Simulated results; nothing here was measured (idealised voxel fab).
Process module name: voxel capacitor over wiring
We display cut, a cross-section 165 nm in width whose square cells are each 5 nm.
Throughout this document, each cross-section is represented as a grid of square cells and is presented as a sequence of bands enumerated from the top downward, where a band comprises one or more rows of cells.
Each band's line starts with the height of the band's top and of its bottom, in nm. Then come its materials from left to right, each with its width in nm. One material with "edge to edge" fills the band from edge to edge. "air" is empty space.
Height reference: 0 = level under which incoming wafer is all one material. Lowest band: no bottom, runs on downward, e.g. "0 down".
The expression "30 to 40" gives the width at the extremes of the band, the first number at its top row of cells and the second at its bottom row, with the width changing by equal amounts from each row to the next in between.
When a step is marked "remained the same", none of the cells in the cross-section changed during that step.
The label "Unvented internal voids" introduces a list of the empty spaces, 8 cells or larger, that have no open way up to the top; each entry in it reads width x height at distance, where the distance is taken from the left edge and all three are stated in nm.
Past the settings on a step's line: simulator remark, on that step.
The line of a step may include "overlay nm". On a step with a mask, this value is how far to the right of its planned place the mask lay. A negative value means the mask lay to the left.
THE STEPS PLANNED FOR THE PROCESS ARE AS FOLLOWS
| 1 | RECEIVE [material Si] |
| 2 | CONFORMAL_DEP [material SiO2] [thk nm 15] |
| 3 | CONFORMAL_DEP [material SiN] [thk nm 5] |
| 4 | DIRECTIONAL_DEP [material lowk] [thk nm 20] |
| 5 | PATTERN [tone open] [mask id METAL_1] [material resist] [width nm 25] [pitch nm 90] [thk nm 15] [overlay nm 0] |
| 6 | DIRECTIONAL_ETCH [etch materials lowk] [depth nm 20] |
| 7 | DIRECTIONAL_ETCH [etch materials SiN] [depth nm 5] |
| 8 | STRIP [etch materials resist] |
| 9 | CONFORMAL_DEP [material TiN] [thk nm 5] |
| 10 | FILL_DEP [material W] [thk nm 10] |
| 11 | CMP [height nm 40] |
| 12 | CONFORMAL_DEP [material SiCN] [thk nm 5] |
| 13 | DIRECTIONAL_DEP [material SiO2] [thk nm 15] |
| 14 | MASKED_ETCH [tone open] [mask id PLUG_1] [width nm 15] [etch materials SiO2] [depth nm 15] [overlay nm 0] |
| 15 | MASKED_ETCH [tone open] [mask id PLUG_1] [width nm 15] [etch materials SiCN] [depth nm 5] [overlay nm 0] |
| 16 | EPI [material Ru] [thk nm 10] |
| 17 | EPI [material Ru] [thk nm 10] |
| 18 | DIRECTIONAL_DEP [material TiN] [thk nm 10] |
| 19 | DIRECTIONAL_DEP [material SiN] [thk nm 5] |
| 20 | DIRECTIONAL_DEP [material TiN] [thk nm 10] |
| 21 | PATTERN [tone cover] [mask id UPPER_PLATE] [material resist] [width nm 70] [thk nm 20] [overlay nm 0] |
| 22 | DIRECTIONAL_ETCH [etch materials TiN] [depth nm 10] |
| 23 | DIRECTIONAL_ETCH [etch materials SiN] [depth nm 5] |
| 24 | STRIP [etch materials resist] |
| 25 | MASKED_ETCH [tone cover] [mask id LOWER_PLATE] [width nm 80] [etch materials TiN] [depth nm 10] [overlay nm 0] |
| 26 | FILL_DEP [material SiO2] [thk nm 20] |
| 27 | CMP [height nm 100] |
| 28 | DIRECTIONAL_DEP [material aC] [thk nm 15] |
| 29 | PATTERN [tone open] [mask id PLUG_2] [material resist] [width nm 15] [thk nm 35] [overlay nm 0] |
| 30 | DIRECTIONAL_ETCH [etch materials aC] [depth nm 15] |
| 31 | STRIP [etch materials resist] |
| 32 | DIRECTIONAL_ETCH [etch materials SiO2] [depth nm 15] |
| 33 | STRIP [etch materials aC] |
| 34 | CONFORMAL_DEP [material TiN] [thk nm 5] |
| 35 | FILL_DEP [material Ru] [thk nm 10] |
| 36 | CMP [height nm 100] |
| 37 | CONFORMAL_DEP [material SiCN] [thk nm 5] |
AS RECEIVED (POST STEP 1): CROSS-SECTION
	0 down  Si edge to edge
	Unvented internal voids: none
POST-MODULE CROSS-SECTION: IDENTICAL START AND PLAN TO THOSE ABOVE, ONE MISSTEP IN EXECUTION
	105 to 100  SiCN edge to edge
	100 to 90  45 of SiO2, then 5 of TiN, then 5 of Ru, then 5 of TiN, then 105 of SiO2
	90 to 85  45 of SiO2, then 15 of TiN, then 105 of SiO2
	85 to 75  35 of SiO2, then 70 of TiN, then 60 of SiO2
	75 to 70  35 of SiO2, then 70 of SiN, then 60 of SiO2
	70 to 60  30 of SiO2, then 80 of TiN, then 55 of SiO2
	60 to 45  35 of SiO2, then 15 of Ru, then 115 of SiO2
	45 to 40  35 of SiCN, then 15 of Ru, then 115 of SiCN
	40 to 25  25 of lowk, then 5 of TiN, then 15 of W, then 5 of TiN, then 65 of lowk, then 5 of TiN, then 15 of W, then 5 of TiN, then 25 of lowk
	25 to 20  25 of SiN, then 25 of TiN, then 65 of SiN, then 25 of TiN, then 25 of SiN
	20 to 0  SiO2 edge to edge
	0 down  Si edge to edge
	Unvented internal voids: none
Want to know what went wrong? step 2 went in with a setting other than planned; the actual run was CONFORMAL_DEP [material SiO2] [thk nm 20]
